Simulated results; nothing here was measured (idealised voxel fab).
process module | voxel self aligned contacts
cross-section cut | 165 nm wide | cells 5 nm
A cross-section is a grid of square cells, given in bands from the top down. A band is one or more rows of cells.
Each band's line starts with the height of the band's top and of its bottom, in nm. Then come its materials from left to right, each with its width in nm. One material with "throughout" fills the band from edge to edge. "air" is empty space.
Height 0 is the level under which the wafer as received is all one material. The lowest band goes on downwards, as in "0 down".
A width such as "30 to 40" changes by the same amount from each row of cells to the next, from the band's top row to its bottom row.
"no change" after a step means that no cell of the cross-section changed.
closed voids: empty space of 8 cells or more with no open way to the top, each as width x height at its distance from the left edge, in nm
after a step's settings: what the simulator itself notes on the step
overlay nm, on a step with a mask: how far to the right of its planned place the mask lay; to the left if negative
plan
1 op RECEIVE | material Si
2 op CONFORMAL_DEP | material SiO2 | thk nm 5
3 op DIRECTIONAL_DEP | material polySi | thk nm 30
4 op DIRECTIONAL_DEP | material SiN | thk nm 15
5 op MASKED_ETCH | tone cover | mask id GATE | width nm 35 | pitch nm 70 | etch materials SiN | depth nm 15 | overlay nm 0
6 op MASKED_ETCH | tone cover | mask id GATE | width nm 35 | pitch nm 70 | etch materials polySi | depth nm 30 | overlay nm 0
7 op CONFORMAL_DEP | material SiN | thk nm 5
8 op DIRECTIONAL_ETCH | etch materials SiN | depth nm 5
9 op FILL_DEP | material SiO2 | thk nm 15
10 op CMP | height nm 55
11 op MASKED_ETCH | tone open | mask id CONTACT | width nm 45 | etch materials SiO2 | depth nm 55 | overlay nm 0
12 op CONFORMAL_DEP | material TiN | thk nm 5
13 op FILL_DEP | material Ru | thk nm 10
14 op CMP | height nm 55
15 op CONFORMAL_DEP | material SiCN | thk nm 5
as received, after step 1
  0 down: Si throughout
  closed voids: none
a wafer at the end: this start, this plan, one mistake
  60 to 55: SiCN throughout
  55 to 50: Ru 20 | TiN 40 | SiO2 45 | TiN 40 | Ru 20
  50 to 35: Ru 20 | TiN 5 | SiN 45 | SiO2 25 | SiN 45 | TiN 5 | Ru 20
  35 to 5: Ru 20 | TiN 5 | SiN 5 | polySi 35 | SiN 5 | SiO2 25 | SiN 5 | polySi 35 | SiN 5 | TiN 5 | Ru 20
  5 to 0: TiN 25 | SiO2 115 | TiN 25
  0 down: Si throughout
  closed voids: none
what went wrong: step 11 ran as: op MASKED_ETCH | tone cover | mask id CONTACT | width nm 45 | etch materials SiO2 | depth nm 55 | overlay nm 0
